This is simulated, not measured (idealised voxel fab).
Documented hereafter: the process module known as voxel lift off.
205 nm wide, 5 nm square cells: that's cross-section cut.
A cross-section is written here as square cells arranged in a grid, and it is given in bands from the top down, each band taking up one or more rows of cells.
Read a band's entry like this: the first values are the height of its top and the height of its bottom in nm, and what follows is the sequence of materials from left to right, each with its width in nm. Note that "blank" is empty space, and that a single material marked "throughout" reaches across the band from edge to edge.
Height is counted from the level 0, under which the received wafer is composed throughout of one material. The lowest of the bands is not closed at the bottom but continues downward, in the notation "from 0 down".
Width: "30->40" (first number = top row, second number = bottom row, same change from row to row of cells).
Take "changes: none" at face value: in the step it is given for, the cross-section changed in none of its cells.
The list in "Closed internal cavities" covers empty spaces of 8 cells or more that cannot reach the top through any open way, and it gives each as width x height at distance; the distance is from the left edge, and width, height and distance are in nm.
Note: text after step settings on the step line = simulator remark on that step.
The setting "overlay nm" may be written on the line of a step. When the step uses a mask, the value reports how far to the right of the planned place the mask lay, and a negative value reports that it lay to the left.

# The planned process steps are enumerated hereunder
step 1: op RECEIVE | material Si
step 2: op CONFORMAL_DEP | material SiN | thk nm 5
step 3: op PATTERN | tone open | mask id LINES | material resist | width nm 15 | pitch nm 40 | thk nm 25 | overlay nm 0
step 4: op DIRECTIONAL_DEP | material Ru | thk nm 15
step 5: op STRIP | etch materials resist
step 6: op CONFORMAL_DEP | material SiN | thk nm 10
For clarity, it should be stated that the wafers under discussion commence in an identical condition and differ with respect to the thk nm of step 2, the plan indicating the value that the first wafer had.

# Cross-section of the first of several received wafers, showing its state after step 1
- from 0 down: Si throughout
- Closed internal cavities: none

# Cross-section, first of several wafers, end of module, after last step 6
- from 30 to 20: 45 of blank  35 of SiN  5 of blank  35 of SiN  5 of blank  35 of SiN  45 of blank
- from 20 to 15: 45 of blank  10 of SiN  15 of Ru  10 of SiN  5 of blank  10 of SiN  15 of Ru  10 of SiN  5 of blank  10 of SiN  15 of Ru  10 of SiN  45 of blank
- from 15 to 5: 55 of SiN  15 of Ru  25 of SiN  15 of Ru  25 of SiN  15 of Ru  55 of SiN
- from 5 to 0: SiN throughout
- from 0 down: Si throughout
- Closed internal cavities: none

# last wafer at the end
- from 55 to 45: 45 of blank  35 of SiN  5 of blank  35 of SiN  5 of blank  35 of SiN  45 of blank
- from 45 to 40: 45 of blank  10 of SiN  15 of Ru  10 of SiN  5 of blank  10 of SiN  15 of Ru  10 of SiN  5 of blank  10 of SiN  15 of Ru  10 of SiN  45 of blank
- from 40 to 30: 55 of SiN  15 of Ru  25 of SiN  15 of Ru  25 of SiN  15 of Ru  55 of SiN
- from 30 to 0: SiN throughout
- from 0 down: Si throughout
- Closed internal cavities: none

# wafer rows; end of module; cells per material since receipt: (+) gained, (-) lost; then closed voids
thk nm 5, +27 Ru, +159 SiN, Closed internal cavities: none
thk nm 10, +27 Ru, +200 SiN, Closed internal cavities: none
thk nm 15, +27 Ru, +241 SiN, Closed internal cavities: none
thk nm 20, +27 Ru, +282 SiN, Closed internal cavities: none
thk nm 25, +27 Ru, +323 SiN, Closed internal cavities: none
thk nm 30, +27 Ru, +364 SiN, Closed internal cavities: none
